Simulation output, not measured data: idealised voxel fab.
process module | voxel transistor to metal
cross-section cut | 205 nm wide | cells 5 nm
A cross-section is a grid of square cells, given in bands from the top down. A band is one or more rows of cells.
Each band's line starts with the height of the band's top and of its bottom, in nm. Then come its materials from left to right, each with its width in nm. One material with "throughout" fills the band from edge to edge. "air" is empty space.
Height 0 is the level under which the wafer as received is all one material. The lowest band goes on downwards, as in "0 down".
A width such as "30 to 40" changes by the same amount from each row of cells to the next, from the band's top row to its bottom row.
"no change" after a step means that no cell of the cross-section changed.
closed voids: empty space of 8 cells or more with no open way to the top, each as width x height at its distance from the left edge, in nm
after a step's settings: what the simulator itself notes on the step
overlay nm, on a step with a mask: how far to the right of its planned place the mask lay; to the left if negative
plan
1 op RECEIVE | material Si
2 op CONFORMAL_DEP | material SiO2 | thk nm 5
3 op CONFORMAL_DEP | material SiN | thk nm 15
4 op MASKED_ETCH | tone cover | mask id ACTIVE | width nm 115 | etch materials SiN | depth nm 15 | overlay nm 0
5 op MASKED_ETCH | tone cover | mask id ACTIVE | width nm 115 | etch materials SiO2 | depth nm 5 | overlay nm 0
6 op MASKED_ETCH | tone cover | mask id ACTIVE | width nm 115 | etch materials Si | depth nm 30 | overlay nm 0
7 op OXIDIZE | depth nm 5
8 op FILL_DEP | material SiO2 | thk nm 15
9 op CMP | height nm 20
10 op SELECTIVE_ETCH | etch materials SiO2 | depth nm 5
11 op STRIP | etch materials SiN
12 op SELECTIVE_ETCH | etch materials SiO2 | depth nm 5
13 op OXIDIZE | depth nm 5
14 op DIRECTIONAL_DEP | material polySi | thk nm 30
15 op DIRECTIONAL_DEP | material SiCN | thk nm 10
16 op MASKED_ETCH | tone cover | mask id GATE | width nm 25 | etch materials SiCN | depth nm 20 | overlay nm 0
17 op MASKED_ETCH | tone cover | mask id GATE | width nm 25 | etch materials polySi | depth nm 40 | overlay nm 0
18 op CONFORMAL_DEP | material SiN | thk nm 10
19 op DIRECTIONAL_ETCH | etch materials SiN | depth nm 10
20 op DIRECTIONAL_ETCH | etch materials SiO2 | depth nm 5
21 op DIRECTIONAL_ETCH | etch materials Si | depth nm 5
22 op EPI | material SiGe | thk nm 5
23 op FILL_DEP | material SiO2 | thk nm 5
24 op CMP | height nm 40
25 op DIRECTIONAL_DEP | material SiO2 | thk nm 15
26 op DIRECTIONAL_DEP | material aC | thk nm 10
27 op PATTERN | tone open | mask id CONTACT | material resist | width nm 20 | pitch nm 85 | thk nm 30 | overlay nm 0
28 op DIRECTIONAL_ETCH | etch materials aC | depth nm 10
29 op STRIP | etch materials resist
30 op DIRECTIONAL_ETCH | etch materials SiO2 | depth nm 60
31 op STRIP | etch materials aC
32 op CONFORMAL_DEP | material TiN | thk nm 5
33 op FILL_DEP | material W | thk nm 5
34 op CMP | height nm 55
35 op DIRECTIONAL_DEP | material TiN | thk nm 5
36 op DIRECTIONAL_DEP | material W | thk nm 25
37 op MASKED_ETCH | tone cover | mask id METAL_1 | width nm 20 | pitch nm 85 | etch materials W | depth nm 25 | overlay nm 0
38 op MASKED_ETCH | tone cover | mask id METAL_1 | width nm 20 | pitch nm 85 | etch materials TiN | depth nm 5 | overlay nm 0
39 op FILL_DEP | material lowk | thk nm 10
40 op CMP | height nm 85
41 op CONFORMAL_DEP | material SiCN | thk nm 5
42 op DIRECTIONAL_DEP | material SiO2 | thk nm 25
43 op DIRECTIONAL_DEP | material aC | thk nm 15
44 op PATTERN | tone open | mask id METAL_2 | material resist | width nm 20 | pitch nm 85 | thk nm 30 | overlay nm 0
45 op DIRECTIONAL_ETCH | etch materials aC | depth nm 15
46 op STRIP | etch materials resist
47 op DIRECTIONAL_ETCH | etch materials SiO2 | depth nm 15
48 op STRIP | etch materials aC
49 op DIRECTIONAL_DEP | material aC | thk nm 15
50 op PATTERN | tone open | mask id METAL_2_HOLES | material resist | width nm 15 | pitch nm 85 | thk nm 30 | overlay nm 0
51 op DIRECTIONAL_ETCH | etch materials aC | depth nm 15
52 op STRIP | etch materials resist
53 op DIRECTIONAL_ETCH | etch materials SiO2 | depth nm 10
54 op DIRECTIONAL_ETCH | etch materials SiCN | depth nm 5
55 op STRIP | etch materials aC
56 op CONFORMAL_DEP | material TiN | thk nm 5
57 op FILL_DEP | material Ru | thk nm 10
58 op CMP | height nm 115
59 op CONFORMAL_DEP | material SiCN | thk nm 5
first wafer, as planned
as received, after step 1
  0 down: Si throughout
  closed voids: none
after step 2
  5 to 0: SiO2 throughout
  below 0: unchanged
after step 3
  20 to 5: SiN throughout
  below 5: unchanged
after step 4
  20 to 5: air 45 | SiN 115 | air 45
  below 5: unchanged
after step 5
  20 to 5: air 45 | SiN 115 | air 45
  5 to 0: air 45 | SiO2 115 | air 45
  below 0: unchanged
after step 6
  20 to 5: air 45 | SiN 115 | air 45
  5 to 0: air 45 | SiO2 115 | air 45
  0 to -30: air 45 | Si 115 | air 45
  below -30: unchanged
after step 7
  20 to 5: air 45 | SiN 115 | air 45
  5 to 0: air 45 | SiO2 115 | air 45
  0 to -30: air 45 | SiO2 5 | Si 105 | SiO2 5 | air 45
  -30 to -35: SiO2 50 | Si 105 | SiO2 50
  below -35: unchanged
after step 8
  35 to 20: SiO2 throughout
  20 to 5: SiO2 45 | SiN 115 | SiO2 45
  5 to 0: SiO2 throughout
  0 to -35: SiO2 50 | Si 105 | SiO2 50
  below -35: unchanged
after step 9
  20 to 5: SiO2 45 | SiN 115 | SiO2 45
  below 5: unchanged
after step 10
  20 to 15: air 45 | SiN 115 | air 45
  below 15: unchanged
after step 11
  15 to 5: SiO2 45 | air 115 | SiO2 45
  below 5: unchanged
after step 12
  10 to 0: SiO2 40 | air 125 | SiO2 40
  below 0: unchanged
after step 13
  10 to 0: SiO2 40 | air 125 | SiO2 40
  0 to -5: SiO2 throughout
  below -5: unchanged
after step 14
  40 to 30: polySi 40 | air 125 | polySi 40
  30 to 10: polySi throughout
  10 to 0: SiO2 40 | polySi 125 | SiO2 40
  below 0: unchanged
after step 15
  50 to 40: SiCN 40 | air 125 | SiCN 40
  40 to 30: polySi 40 | SiCN 125 | polySi 40
  below 30: unchanged
after step 16
  40 to 30: polySi 40 | air 50 | SiCN 25 | air 50 | polySi 40
  below 30: unchanged
after step 17
  40 to 30: air 90 | SiCN 25 | air 90
  30 to 10: air 90 | polySi 25 | air 90
  10 to 0: SiO2 40 | air 50 | polySi 25 | air 50 | SiO2 40
  below 0: unchanged
after step 18
  50 to 40: air 80 | SiN 45 | air 80
  40 to 30: air 80 | SiN 10 | SiCN 25 | SiN 10 | air 80
  30 to 20: air 80 | SiN 10 | polySi 25 | SiN 10 | air 80
  20 to 10: SiN 50 | air 30 | SiN 10 | polySi 25 | SiN 10 | air 30 | SiN 50
  10 to 0: SiO2 40 | SiN 50 | polySi 25 | SiN 50 | SiO2 40
  below 0: unchanged
after step 19
  40 to 30: air 80 | SiN 10 | SiCN 25 | SiN 10 | air 80
  30 to 10: air 80 | SiN 10 | polySi 25 | SiN 10 | air 80
  10 to 0: SiO2 40 | SiN 10 | air 30 | SiN 10 | polySi 25 | SiN 10 | air 30 | SiN 10 | SiO2 40
  below 0: unchanged
after step 20
  40 to 30: air 80 | SiN 10 | SiCN 25 | SiN 10 | air 80
  30 to 10: air 80 | SiN 10 | polySi 25 | SiN 10 | air 80
  10 to 5: air 40 | SiN 10 | air 30 | SiN 10 | polySi 25 | SiN 10 | air 30 | SiN 10 | air 40
  5 to 0: SiO2 40 | SiN 10 | air 30 | SiN 10 | polySi 25 | SiN 10 | air 30 | SiN 10 | SiO2 40
  0 to -5: SiO2 50 | air 30 | SiO2 45 | air 30 | SiO2 50
  below -5: unchanged
after step 21
  40 to 30: air 80 | SiN 10 | SiCN 25 | SiN 10 | air 80
  30 to 10: air 80 | SiN 10 | polySi 25 | SiN 10 | air 80
  10 to 5: air 40 | SiN 10 | air 30 | SiN 10 | polySi 25 | SiN 10 | air 30 | SiN 10 | air 40
  5 to 0: SiO2 40 | SiN 10 | air 30 | SiN 10 | polySi 25 | SiN 10 | air 30 | SiN 10 | SiO2 40
  0 to -5: SiO2 50 | air 30 | SiO2 45 | air 30 | SiO2 50
  -5 to -10: SiO2 50 | air 30 | Si 45 | air 30 | SiO2 50
  below -10: unchanged
after step 22
  40 to 30: air 80 | SiN 10 | SiCN 25 | SiN 10 | air 80
  30 to 10: air 80 | SiN 10 | polySi 25 | SiN 10 | air 80
  10 to 5: air 40 | SiN 10 | air 30 | SiN 10 | polySi 25 | SiN 10 | air 30 | SiN 10 | air 40
  5 to 0: SiO2 40 | SiN 10 | air 30 | SiN 10 | polySi 25 | SiN 10 | air 30 | SiN 10 | SiO2 40
  0 to -5: SiO2 50 | air 25 | SiGe 5 | SiO2 45 | SiGe 5 | air 25 | SiO2 50
  -5 to -10: SiO2 50 | SiGe 30 | Si 45 | SiGe 30 | SiO2 50
  below -10: unchanged
after step 23
  45 to 40: SiO2 throughout
  40 to 30: SiO2 80 | SiN 10 | SiCN 25 | SiN 10 | SiO2 80
  30 to 10: SiO2 80 | SiN 10 | polySi 25 | SiN 10 | SiO2 80
  10 to 0: SiO2 40 | SiN 10 | SiO2 30 | SiN 10 | polySi 25 | SiN 10 | SiO2 30 | SiN 10 | SiO2 40
  0 to -5: SiO2 75 | SiGe 5 | SiO2 45 | SiGe 5 | SiO2 75
  below -5: unchanged
after step 24
  40 to 30: SiO2 80 | SiN 10 | SiCN 25 | SiN 10 | SiO2 80
  below 30: unchanged
after step 25
  55 to 40: SiO2 throughout
  below 40: unchanged
after step 26
  65 to 55: aC throughout
  below 55: unchanged
after step 27
  95 to 65: resist 50 | air 20 | resist 65 | air 20 | resist 50
  below 65: unchanged
after step 28
  85 to 65: resist 50 | air 20 | resist 65 | air 20 | resist 50
  65 to 55: aC 50 | air 20 | aC 65 | air 20 | aC 50
  below 55: unchanged
after step 29
  65 to 55: aC 50 | air 20 | aC 65 | air 20 | aC 50
  below 55: unchanged
after step 30
  65 to 55: aC 50 | air 20 | aC 65 | air 20 | aC 50
  55 to 40: SiO2 50 | air 20 | SiO2 65 | air 20 | SiO2 50
  40 to 30: SiO2 50 | air 20 | SiO2 10 | SiN 10 | SiCN 25 | SiN 10 | SiO2 10 | air 20 | SiO2 50
  30 to 10: SiO2 50 | air 20 | SiO2 10 | SiN 10 | polySi 25 | SiN 10 | SiO2 10 | air 20 | SiO2 50
  10 to 0: SiO2 40 | SiN 10 | air 20 | SiO2 10 | SiN 10 | polySi 25 | SiN 10 | SiO2 10 | air 20 | SiN 10 | SiO2 40
  0 to -5: SiO2 50 | air 20 | SiO2 5 | SiGe 5 | SiO2 45 | SiGe 5 | SiO2 5 | air 20 | SiO2 50
  below -5: unchanged
after step 31
  55 to 40: SiO2 50 | air 20 | SiO2 65 | air 20 | SiO2 50
  below 40: unchanged
after step 32
  60 to 55: TiN 55 | air 10 | TiN 75 | air 10 | TiN 55
  55 to 40: SiO2 50 | TiN 5 | air 10 | TiN 5 | SiO2 65 | TiN 5 | air 10 | TiN 5 | SiO2 50
  40 to 30: SiO2 50 | TiN 5 | air 10 | TiN 5 | SiO2 10 | SiN 10 | SiCN 25 | SiN 10 | SiO2 10 | TiN 5 | air 10 | TiN 5 | SiO2 50
  30 to 10: SiO2 50 | TiN 5 | air 10 | TiN 5 | SiO2 10 | SiN 10 | polySi 25 | SiN 10 | SiO2 10 | TiN 5 | air 10 | TiN 5 | SiO2 50
  10 to 0: SiO2 40 | SiN 10 | TiN 5 | air 10 | TiN 5 | SiO2 10 | SiN 10 | polySi 25 | SiN 10 | SiO2 10 | TiN 5 | air 10 | TiN 5 | SiN 10 | SiO2 40
  0 to -5: SiO2 50 | TiN 20 | SiO2 5 | SiGe 5 | SiO2 45 | SiGe 5 | SiO2 5 | TiN 20 | SiO2 50
  below -5: unchanged
after step 33
  65 to 60: W throughout
  60 to 55: TiN 55 | W 10 | TiN 75 | W 10 | TiN 55
  55 to 40: SiO2 50 | TiN 5 | W 10 | TiN 5 | SiO2 65 | TiN 5 | W 10 | TiN 5 | SiO2 50
  40 to 30: SiO2 50 | TiN 5 | W 10 | TiN 5 | SiO2 10 | SiN 10 | SiCN 25 | SiN 10 | SiO2 10 | TiN 5 | W 10 | TiN 5 | SiO2 50
  30 to 10: SiO2 50 | TiN 5 | W 10 | TiN 5 | SiO2 10 | SiN 10 | polySi 25 | SiN 10 | SiO2 10 | TiN 5 | W 10 | TiN 5 | SiO2 50
  10 to 0: SiO2 40 | SiN 10 | TiN 5 | W 10 | TiN 5 | SiO2 10 | SiN 10 | polySi 25 | SiN 10 | SiO2 10 | TiN 5 | W 10 | TiN 5 | SiN 10 | SiO2 40
  below 0: unchanged
after step 34
  55 to 40: SiO2 50 | TiN 5 | W 10 | TiN 5 | SiO2 65 | TiN 5 | W 10 | TiN 5 | SiO2 50
  below 40: unchanged
after step 35
  60 to 55: TiN throughout
  below 55: unchanged
after step 36
  85 to 60: W throughout
  below 60: unchanged
after step 37
  85 to 60: air 50 | W 20 | air 65 | W 20 | air 50
  below 60: unchanged
after step 38
  85 to 60: air 50 | W 20 | air 65 | W 20 | air 50
  60 to 55: air 50 | TiN 20 | air 65 | TiN 20 | air 50
  below 55: unchanged
after step 39
  95 to 85: lowk throughout
  85 to 60: lowk 50 | W 20 | lowk 65 | W 20 | lowk 50
  60 to 55: lowk 50 | TiN 20 | lowk 65 | TiN 20 | lowk 50
  below 55: unchanged
after step 40
  85 to 60: lowk 50 | W 20 | lowk 65 | W 20 | lowk 50
  below 60: unchanged
after step 41
  90 to 85: SiCN throughout
  below 85: unchanged
after step 42
  115 to 90: SiO2 throughout
  below 90: unchanged
after step 43
  130 to 115: aC throughout
  below 115: unchanged
after step 44
  160 to 130: resist 50 | air 20 | resist 65 | air 20 | resist 50
  below 130: unchanged
after step 45
  145 to 130: resist 50 | air 20 | resist 65 | air 20 | resist 50
  130 to 115: aC 50 | air 20 | aC 65 | air 20 | aC 50
  below 115: unchanged
after step 46
  130 to 115: aC 50 | air 20 | aC 65 | air 20 | aC 50
  below 115: unchanged
after step 47
  130 to 115: aC 50 | air 20 | aC 65 | air 20 | aC 50
  115 to 100: SiO2 50 | air 20 | SiO2 65 | air 20 | SiO2 50
  below 100: unchanged
after step 48
  115 to 100: SiO2 50 | air 20 | SiO2 65 | air 20 | SiO2 50
  below 100: unchanged
after step 49
  130 to 115: aC 50 | air 20 | aC 65 | air 20 | aC 50
  115 to 100: SiO2 50 | aC 20 | SiO2 65 | aC 20 | SiO2 50
  below 100: unchanged
after step 50
  160 to 130: resist 50 | air 15 | resist 70 | air 15 | resist 55
  130 to 115: aC 50 | air 15 | resist 5 | aC 65 | air 15 | resist 5 | aC 50
  below 115: unchanged
after step 51
  145 to 130: resist 50 | air 15 | resist 70 | air 15 | resist 55
  130 to 115: aC 50 | air 15 | resist 5 | aC 65 | air 15 | resist 5 | aC 50
  115 to 100: SiO2 50 | air 15 | aC 5 | SiO2 65 | air 15 | aC 5 | SiO2 50
  below 100: unchanged
after step 52
  130 to 115: aC 50 | air 20 | aC 65 | air 20 | aC 50
  below 115: unchanged
after step 53
  130 to 115: aC 50 | air 20 | aC 65 | air 20 | aC 50
  115 to 100: SiO2 50 | air 15 | aC 5 | SiO2 65 | air 15 | aC 5 | SiO2 50
  100 to 90: SiO2 50 | air 15 | SiO2 70 | air 15 | SiO2 55
  below 90: unchanged
after step 54
  130 to 115: aC 50 | air 20 | aC 65 | air 20 | aC 50
  115 to 100: SiO2 50 | air 15 | aC 5 | SiO2 65 | air 15 | aC 5 | SiO2 50
  100 to 90: SiO2 50 | air 15 | SiO2 70 | air 15 | SiO2 55
  90 to 85: SiCN 50 | air 15 | SiCN 70 | air 15 | SiCN 55
  below 85: unchanged
after step 55
  115 to 100: SiO2 50 | air 20 | SiO2 65 | air 20 | SiO2 50
  below 100: unchanged
after step 56
  120 to 115: TiN 55 | air 10 | TiN 75 | air 10 | TiN 55
  115 to 105: SiO2 50 | TiN 5 | air 10 | TiN 5 | SiO2 65 | TiN 5 | air 10 | TiN 5 | SiO2 50
  105 to 100: SiO2 50 | TiN 5 | air 5 | TiN 10 | SiO2 65 | TiN 5 | air 5 | TiN 10 | SiO2 50
  100 to 90: SiO2 50 | TiN 5 | air 5 | TiN 5 | SiO2 70 | TiN 5 | air 5 | TiN 5 | SiO2 55
  90 to 85: SiCN 50 | TiN 15 | SiCN 70 | TiN 15 | SiCN 55
  below 85: unchanged
after step 57
  130 to 120: Ru throughout
  120 to 115: TiN 55 | Ru 10 | TiN 75 | Ru 10 | TiN 55
  115 to 105: SiO2 50 | TiN 5 | Ru 10 | TiN 5 | SiO2 65 | TiN 5 | Ru 10 | TiN 5 | SiO2 50
  105 to 100: SiO2 50 | TiN 5 | Ru 5 | TiN 10 | SiO2 65 | TiN 5 | Ru 5 | TiN 10 | SiO2 50
  100 to 90: SiO2 50 | TiN 5 | Ru 5 | TiN 5 | SiO2 70 | TiN 5 | Ru 5 | TiN 5 | SiO2 55
  below 90: unchanged
after step 58
  115 to 105: SiO2 50 | TiN 5 | Ru 10 | TiN 5 | SiO2 65 | TiN 5 | Ru 10 | TiN 5 | SiO2 50
  below 105: unchanged
after step 59
  120 to 115: SiCN throughout
  below 115: unchanged
second wafer: like start, like plan, one mistake. Through step 3 it matches the first wafer
when step 4 should have ended
  20 to 5: SiN 45 | air 115 | SiN 45
  below 5: unchanged
when step 5 should have ended: no change
when step 6 should have ended: no change
when step 7 should have ended: no change
when step 8 should have ended
  35 to 20: SiO2 throughout
  20 to 5: SiN 45 | SiO2 115 | SiN 45
  below 5: unchanged
when step 9 should have ended
  20 to 5: SiN 45 | SiO2 115 | SiN 45
  below 5: unchanged
when step 10 should have ended
  20 to 15: SiN 45 | air 115 | SiN 45
  below 15: unchanged
when step 11 should have ended
  15 to 5: air 45 | SiO2 115 | air 45
  below 5: unchanged
when step 12 should have ended
  10 to 0: air 50 | SiO2 105 | air 50
  below 0: unchanged
when step 13 should have ended
  10 to 0: air 50 | SiO2 105 | air 50
  0 to -5: SiO2 55 | Si 95 | SiO2 55
  below -5: unchanged
when step 14 should have ended
  40 to 30: air 50 | polySi 105 | air 50
  30 to 10: polySi throughout
  10 to 0: polySi 50 | SiO2 105 | polySi 50
  below 0: unchanged
when step 15 should have ended
  50 to 40: air 50 | SiCN 105 | air 50
  40 to 30: SiCN 50 | polySi 105 | SiCN 50
  below 30: unchanged
when step 16 should have ended
  50 to 40: air 90 | SiCN 25 | air 90
  40 to 30: air 50 | polySi 105 | air 50
  below 30: unchanged
when step 17 should have ended
  50 to 40: air 90 | SiCN 25 | air 90
  40 to 10: air 90 | polySi 25 | air 90
  10 to 0: air 50 | SiO2 105 | air 50
  below 0: unchanged
when step 18 should have ended
  60 to 50: air 80 | SiN 45 | air 80
  50 to 40: air 80 | SiN 10 | SiCN 25 | SiN 10 | air 80
  40 to 20: air 80 | SiN 10 | polySi 25 | SiN 10 | air 80
  20 to 10: air 40 | SiN 50 | polySi 25 | SiN 50 | air 40
  10 to 0: SiN 50 | SiO2 105 | SiN 50
  below 0: unchanged
when step 19 should have ended
  50 to 40: air 80 | SiN 10 | SiCN 25 | SiN 10 | air 80
  40 to 10: air 80 | SiN 10 | polySi 25 | SiN 10 | air 80
  10 to 0: air 40 | SiN 10 | SiO2 105 | SiN 10 | air 40
  below 0: unchanged
when step 20 should have ended
  50 to 40: air 80 | SiN 10 | SiCN 25 | SiN 10 | air 80
  40 to 10: air 80 | SiN 10 | polySi 25 | SiN 10 | air 80
  10 to 5: air 40 | SiN 10 | air 30 | SiO2 45 | air 30 | SiN 10 | air 40
  5 to 0: air 40 | SiN 10 | SiO2 105 | SiN 10 | air 40
  0 to -5: air 40 | SiO2 15 | Si 95 | SiO2 15 | air 40
  below -5: unchanged
when step 21 should have ended
  50 to 40: air 80 | SiN 10 | SiCN 25 | SiN 10 | air 80
  40 to 10: air 80 | SiN 10 | polySi 25 | SiN 10 | air 80
  10 to 5: air 40 | SiN 10 | air 30 | SiO2 45 | air 30 | SiN 10 | air 40
  5 to 0: air 40 | SiN 10 | SiO2 105 | SiN 10 | air 40
  0 to -5: air 40 | SiO2 15 | Si 95 | SiO2 15 | air 40
  -5 to -10: air 40 | Si 125 | air 40
  below -10: unchanged
when step 22 should have ended
  50 to 40: air 80 | SiN 10 | SiCN 25 | SiN 10 | air 80
  40 to 10: air 80 | SiN 10 | polySi 25 | SiN 10 | air 80
  10 to 5: air 40 | SiN 10 | air 30 | SiO2 45 | air 30 | SiN 10 | air 40
  5 to 0: air 40 | SiN 10 | SiO2 105 | SiN 10 | air 40
  0 to -5: air 35 | SiGe 5 | SiO2 15 | Si 95 | SiO2 15 | SiGe 5 | air 35
  -5 to -10: SiGe 40 | Si 125 | SiGe 40
  below -10: unchanged
when step 23 should have ended
  55 to 50: SiO2 throughout
  50 to 40: SiO2 80 | SiN 10 | SiCN 25 | SiN 10 | SiO2 80
  40 to 10: SiO2 80 | SiN 10 | polySi 25 | SiN 10 | SiO2 80
  10 to 0: SiO2 40 | SiN 10 | SiO2 105 | SiN 10 | SiO2 40
  0 to -5: SiO2 35 | SiGe 5 | SiO2 15 | Si 95 | SiO2 15 | SiGe 5 | SiO2 35
  below -5: unchanged
when step 24 should have ended
  40 to 10: SiO2 80 | SiN 10 | polySi 25 | SiN 10 | SiO2 80
  below 10: unchanged
when step 25 should have ended
  55 to 40: SiO2 throughout
  below 40: unchanged
when step 26 should have ended
  65 to 55: aC throughout
  below 55: unchanged
when step 27 should have ended
  95 to 65: resist 50 | air 20 | resist 65 | air 20 | resist 50
  below 65: unchanged
when step 28 should have ended
  85 to 65: resist 50 | air 20 | resist 65 | air 20 | resist 50
  65 to 55: aC 50 | air 20 | aC 65 | air 20 | aC 50
  below 55: unchanged
when step 29 should have ended
  65 to 55: aC 50 | air 20 | aC 65 | air 20 | aC 50
  below 55: unchanged
when step 30 should have ended
  65 to 55: aC 50 | air 20 | aC 65 | air 20 | aC 50
  55 to 40: SiO2 50 | air 20 | SiO2 65 | air 20 | SiO2 50
  40 to 10: SiO2 50 | air 20 | SiO2 10 | SiN 10 | polySi 25 | SiN 10 | SiO2 10 | air 20 | SiO2 50
  10 to 0: SiO2 40 | SiN 10 | air 20 | SiO2 65 | air 20 | SiN 10 | SiO2 40
  0 to -5: SiO2 35 | SiGe 5 | SiO2 10 | air 5 | Si 95 | air 5 | SiO2 10 | SiGe 5 | SiO2 35
  below -5: unchanged
when step 31 should have ended
  55 to 40: SiO2 50 | air 20 | SiO2 65 | air 20 | SiO2 50
  below 40: unchanged
when step 32 should have ended
  60 to 55: TiN 55 | air 10 | TiN 75 | air 10 | TiN 55
  55 to 40: SiO2 50 | TiN 5 | air 10 | TiN 5 | SiO2 65 | TiN 5 | air 10 | TiN 5 | SiO2 50
  40 to 10: SiO2 50 | TiN 5 | air 10 | TiN 5 | SiO2 10 | SiN 10 | polySi 25 | SiN 10 | SiO2 10 | TiN 5 | air 10 | TiN 5 | SiO2 50
  10 to 5: SiO2 40 | SiN 10 | TiN 5 | air 10 | TiN 5 | SiO2 65 | TiN 5 | air 10 | TiN 5 | SiN 10 | SiO2 40
  5 to 0: SiO2 40 | SiN 10 | TiN 20 | SiO2 65 | TiN 20 | SiN 10 | SiO2 40
  0 to -5: SiO2 35 | SiGe 5 | SiO2 10 | TiN 5 | Si 95 | TiN 5 | SiO2 10 | SiGe 5 | SiO2 35
  below -5: unchanged
when step 33 should have ended
  65 to 60: W throughout
  60 to 55: TiN 55 | W 10 | TiN 75 | W 10 | TiN 55
  55 to 40: SiO2 50 | TiN 5 | W 10 | TiN 5 | SiO2 65 | TiN 5 | W 10 | TiN 5 | SiO2 50
  40 to 10: SiO2 50 | TiN 5 | W 10 | TiN 5 | SiO2 10 | SiN 10 | polySi 25 | SiN 10 | SiO2 10 | TiN 5 | W 10 | TiN 5 | SiO2 50
  10 to 5: SiO2 40 | SiN 10 | TiN 5 | W 10 | TiN 5 | SiO2 65 | TiN 5 | W 10 | TiN 5 | SiN 10 | SiO2 40
  below 5: unchanged
when step 34 should have ended
  55 to 40: SiO2 50 | TiN 5 | W 10 | TiN 5 | SiO2 65 | TiN 5 | W 10 | TiN 5 | SiO2 50
  below 40: unchanged
when step 35 should have ended
  60 to 55: TiN throughout
  below 55: unchanged
when step 36 should have ended
  85 to 60: W throughout
  below 60: unchanged
when step 37 should have ended
  85 to 60: air 50 | W 20 | air 65 | W 20 | air 50
  below 60: unchanged
when step 38 should have ended
  85 to 60: air 50 | W 20 | air 65 | W 20 | air 50
  60 to 55: air 50 | TiN 20 | air 65 | TiN 20 | air 50
  below 55: unchanged
when step 39 should have ended
  95 to 85: lowk throughout
  85 to 60: lowk 50 | W 20 | lowk 65 | W 20 | lowk 50
  60 to 55: lowk 50 | TiN 20 | lowk 65 | TiN 20 | lowk 50
  below 55: unchanged
when step 40 should have ended
  85 to 60: lowk 50 | W 20 | lowk 65 | W 20 | lowk 50
  below 60: unchanged
when step 41 should have ended
  90 to 85: SiCN throughout
  below 85: unchanged
when step 42 should have ended
  115 to 90: SiO2 throughout
  below 90: unchanged
when step 43 should have ended
  130 to 115: aC throughout
  below 115: unchanged
when step 44 should have ended
  160 to 130: resist 50 | air 20 | resist 65 | air 20 | resist 50
  below 130: unchanged
when step 45 should have ended
  145 to 130: resist 50 | air 20 | resist 65 | air 20 | resist 50
  130 to 115: aC 50 | air 20 | aC 65 | air 20 | aC 50
  below 115: unchanged
when step 46 should have ended
  130 to 115: aC 50 | air 20 | aC 65 | air 20 | aC 50
  below 115: unchanged
when step 47 should have ended
  130 to 115: aC 50 | air 20 | aC 65 | air 20 | aC 50
  115 to 100: SiO2 50 | air 20 | SiO2 65 | air 20 | SiO2 50
  below 100: unchanged
when step 48 should have ended
  115 to 100: SiO2 50 | air 20 | SiO2 65 | air 20 | SiO2 50
  below 100: unchanged
when step 49 should have ended
  130 to 115: aC 50 | air 20 | aC 65 | air 20 | aC 50
  115 to 100: SiO2 50 | aC 20 | SiO2 65 | aC 20 | SiO2 50
  below 100: unchanged
when step 50 should have ended
  160 to 130: resist 50 | air 15 | resist 70 | air 15 | resist 55
  130 to 115: aC 50 | air 15 | resist 5 | aC 65 | air 15 | resist 5 | aC 50
  below 115: unchanged
when step 51 should have ended
  145 to 130: resist 50 | air 15 | resist 70 | air 15 | resist 55
  130 to 115: aC 50 | air 15 | resist 5 | aC 65 | air 15 | resist 5 | aC 50
  115 to 100: SiO2 50 | air 15 | aC 5 | SiO2 65 | air 15 | aC 5 | SiO2 50
  below 100: unchanged
when step 52 should have ended
  130 to 115: aC 50 | air 20 | aC 65 | air 20 | aC 50
  below 115: unchanged
when step 53 should have ended
  130 to 115: aC 50 | air 20 | aC 65 | air 20 | aC 50
  115 to 100: SiO2 50 | air 15 | aC 5 | SiO2 65 | air 15 | aC 5 | SiO2 50
  100 to 90: SiO2 50 | air 15 | SiO2 70 | air 15 | SiO2 55
  below 90: unchanged
when step 54 should have ended
  130 to 115: aC 50 | air 20 | aC 65 | air 20 | aC 50
  115 to 100: SiO2 50 | air 15 | aC 5 | SiO2 65 | air 15 | aC 5 | SiO2 50
  100 to 90: SiO2 50 | air 15 | SiO2 70 | air 15 | SiO2 55
  90 to 85: SiCN 50 | air 15 | SiCN 70 | air 15 | SiCN 55
  below 85: unchanged
when step 55 should have ended
  115 to 100: SiO2 50 | air 20 | SiO2 65 | air 20 | SiO2 50
  below 100: unchanged
when step 56 should have ended
  120 to 115: TiN 55 | air 10 | TiN 75 | air 10 | TiN 55
  115 to 105: SiO2 50 | TiN 5 | air 10 | TiN 5 | SiO2 65 | TiN 5 | air 10 | TiN 5 | SiO2 50
  105 to 100: SiO2 50 | TiN 5 | air 5 | TiN 10 | SiO2 65 | TiN 5 | air 5 | TiN 10 | SiO2 50
  100 to 90: SiO2 50 | TiN 5 | air 5 | TiN 5 | SiO2 70 | TiN 5 | air 5 | TiN 5 | SiO2 55
  90 to 85: SiCN 50 | TiN 15 | SiCN 70 | TiN 15 | SiCN 55
  below 85: unchanged
when step 57 should have ended
  130 to 120: Ru throughout
  120 to 115: TiN 55 | Ru 10 | TiN 75 | Ru 10 | TiN 55
  115 to 105: SiO2 50 | TiN 5 | Ru 10 | TiN 5 | SiO2 65 | TiN 5 | Ru 10 | TiN 5 | SiO2 50
  105 to 100: SiO2 50 | TiN 5 | Ru 5 | TiN 10 | SiO2 65 | TiN 5 | Ru 5 | TiN 10 | SiO2 50
  100 to 90: SiO2 50 | TiN 5 | Ru 5 | TiN 5 | SiO2 70 | TiN 5 | Ru 5 | TiN 5 | SiO2 55
  below 90: unchanged
when step 58 should have ended
  115 to 105: SiO2 50 | TiN 5 | Ru 10 | TiN 5 | SiO2 65 | TiN 5 | Ru 10 | TiN 5 | SiO2 50
  below 105: unchanged
when step 59 should have ended
  120 to 115: SiCN throughout
  below 115: unchanged
what went wrong: step 4 ran as: op MASKED_ETCH | tone open | mask id ACTIVE | width nm 115 | etch materials SiN | depth nm 15 | overlay nm 0
at the end the second wafer has, in cells: 135 more of Si | 10 fewer of SiCN | 4 more of SiGe | 8 fewer of SiN | 115 fewer of SiO2 | 2 fewer of TiN | 4 fewer of W
